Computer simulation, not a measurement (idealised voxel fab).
Process module, titled voxel double patterning
Cross-section cut: width 245 nm, square cells of 5 nm.
A cross-section is written here as square cells arranged in a grid, and it is given in bands from the top down, each band taking up one or more rows of cells. Basically the band line says how high the top is and how high the bottom is, in nm, and then what's in it from left to right, every material with its width in nm. Empty space shows up as "blank", and if a single material carries "all across" it runs the full band edge to edge. The level at which height equals 0 is the one under which the wafer, as it arrives, is entirely one material. No lower edge exists for the bottom band, which continues downward and is notated as in "0 down". The two numbers in a width such as "30..40" mark its ends across the band: the first belongs to the top row of cells, the second to the bottom row, and from each row to the next the width moves by the same amount. "changes: none" (step): cross-section cells unchanged, all of them. Enclosed voids (no open way to top), threshold 8 cells or more, entry "Sealed cavities", notation width x height at distance, distance from left edge, nm. The remark found on a step's line after its settings is issued by the simulator itself and pertains to that step. What "overlay nm" on a step's line means: if the step has a mask, that mask lay this far to the right of its planned place, or, when the value is negative, to the left.

[The planned process steps are enumerated hereunder]
| 1 | RECEIVE with material Si |
| 2 | CONFORMAL_DEP with material SiO2, thk nm 10 |
| 3 | DIRECTIONAL_DEP with material W, thk nm 20 |
| 4 | DIRECTIONAL_DEP with material SiCN, thk nm 10 |
| 5 | MASKED_ETCH with tone open, mask id FIRST, width nm 15, pitch nm 50, etch materials SiCN, depth nm 10, overlay nm 0 |
| 6 | MASKED_ETCH with tone open, mask id SECOND, width nm 15, etch materials SiCN, depth nm 10, overlay nm 0 |
| 7 | DIRECTIONAL_ETCH with etch materials W, depth nm 20 |
| 8 | STRIP with etch materials SiCN |
Wafer-to-wafer difference: width nm, step 6. Common start. Plan = first wafer's value.

[So this is the first of several wafers, cross-sectioned as it came to us, meaning it's at the end of step 1]
  0 down = Si all across
  Sealed cavities: none

[Per wafer, end of module: cells gained (+) or lost (-) per material since receipt, then closed voids]
width nm 15 | +98 SiO2 | +160 W | Sealed cavities: none
width nm 20 | +98 SiO2 | +156 W | Sealed cavities: none
width nm 25 | +98 SiO2 | +152 W | Sealed cavities: none
width nm 30 | +98 SiO2 | +148 W | Sealed cavities: none
